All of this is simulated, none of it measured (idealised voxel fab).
Module name: voxel spacer lines (process module)
The figure presents cross-section cut, which has a width of 195 nm and is divided into square cells with an edge length of 5 nm.
This document writes a cross-section as a grid whose cells are square, and gives it as bands, listed from the top down; one or more rows of cells form a band. What a band's entry tells you: where the top is and where the bottom is, as heights in nm, and after that what lies inside, material by material from left to right, each with its width in nm. Empty space is written as the word "blank", and a single material marked with the word "all across" occupies the band from edge to edge. It should be noted that heights are counted from 0, beneath which the wafer as supplied is of one material throughout, and that the lowest band possesses no lower boundary but continues downward, as written in "z 0 and below". The notation "30..40" denotes a width that varies across the rows of cells in the band, beginning at the first number in the top row, finishing at the second number in the bottom row, and changing by an identical amount from each row to the next. Basically "no modification" means that step didn't change any cell in the cross-section. The entry "Tabulated closed voids" lists the empty spaces that cover at least 8 cells and have no open path to the top. Each is written as width x height at distance, where the distance is measured from the left edge and all three values are in nm. Anything after a step's settings on that line? It's the simulator's own note about the step. You can add "overlay nm" to a step's line. For a step with a mask, it describes how far the mask lay to the right of its planned position, and a negative number describes a lay to the left.

-- plan
- 1: RECEIVE [material Si]
- 2: CONFORMAL_DEP [material Al2O3] [thk nm 10]
- 3: DIRECTIONAL_DEP [material W] [thk nm 15]
- 4: DIRECTIONAL_DEP [material polySi] [thk nm 25]
- 5: PATTERN [tone cover] [mask id MANDREL] [material resist] [width nm 20] [pitch nm 60] [thk nm 30] [overlay nm 0]
- 6: DIRECTIONAL_ETCH [etch materials polySi] [depth nm 25]
- 7: STRIP [etch materials resist]
- 8: CONFORMAL_DEP [material SiO2] [thk nm 10]
- 9: DIRECTIONAL_ETCH [etch materials SiO2] [depth nm 10]
- 10: STRIP [etch materials polySi]
- 11: DIRECTIONAL_ETCH [etch materials W] [depth nm 15]
- 12: STRIP [etch materials SiO2]

-- Cross-section of the incoming wafer, state after step 1
- z 0 and below: Si all across
- Tabulated closed voids: none

-- Cross-section at module end, one run error; start and plan unchanged from above
- z 35 to 10: polySi all across
- z 10 to 0: Al2O3 all across
- z 0 and below: Si all across
- Tabulated closed voids: none
Deviation from plan: the intended sequence of steps 3 and 4 was reversed during processing, with each occupying the position of the other
